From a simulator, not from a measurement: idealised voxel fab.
A process module follows: voxel lift off.
It is cross-section cut that appears here, measuring 270 nm in width, its square cells being 5 nm in size.
Notation: cross-section as square-cell grid; stated in bands, top first, going down; one or more cell rows per band.
In this notation a band is specified by the heights of its top and bottom, in that order and in nm, after which its materials appear from left to right, each paired with its width in nm. The word "all across" attached to a single material means that material fills the band from edge to edge; the word "empty" stands for empty space.
All heights in this document are referenced to 0, defined as the level beneath which the wafer, as received, consists entirely of one material. The lowest band is not bounded below; it extends indefinitely downward and is written in the form "z 0 and below".
Top row gets the first number, bottom row gets the second, and each row in between changes by the same step: that is how a band width like "30 to 40" works.
Key: "everything unchanged" - step with no changed cell in the cross-section.
The entry titled "Closed void catalog" provides the empty spaces that have no open way to the top, restricted to those of 8 cells or more. Each is presented as width x height at distance, the distance being measured from the left edge, with all three in nm.
Formally, on a step line, whatever follows the settings is a remark that the simulator itself makes on the step.
overlay nm: step with mask; distance mask lay right of planned place; negative value = left of planned place.
## Here's what the planned process steps look like
step 1: RECEIVE (material Si)
step 2: CONFORMAL_DEP (material SiN; thk nm 5)
step 3: PATTERN (tone open; mask id LINES; material resist; width nm 15; pitch nm 45; thk nm 20; overlay nm 0)
step 4: DIRECTIONAL_DEP (material Ru; thk nm 10)
step 5: STRIP (etch materials resist)
step 6: CONFORMAL_DEP (material SiCN; thk nm 10)
Across this set of wafers, the varied parameter is the thk nm of step 2. Starting conditions are identical for every wafer, and the plan reports the value assigned to the first wafer.
## As-received state after step 1, first of several wafers, cross-section
> z 0 and below  Si all across
> Closed void catalog: none
## Note: the following table is arranged by wafer, a row apiece. Each row reports the end-of-module state: per material, cells gained (+) or cells lost (-) compared with the wafer as received; closed voids follow
thk nm 5, +24 Ru, +140 SiCN, +54 SiN, Closed void catalog: none
thk nm 10, +24 Ru, +140 SiCN, +108 SiN, Closed void catalog: none
thk nm 15, +24 Ru, +140 SiCN, +162 SiN, Closed void catalog: none
thk nm 20, +24 Ru, +140 SiCN, +216 SiN, Closed void catalog: none
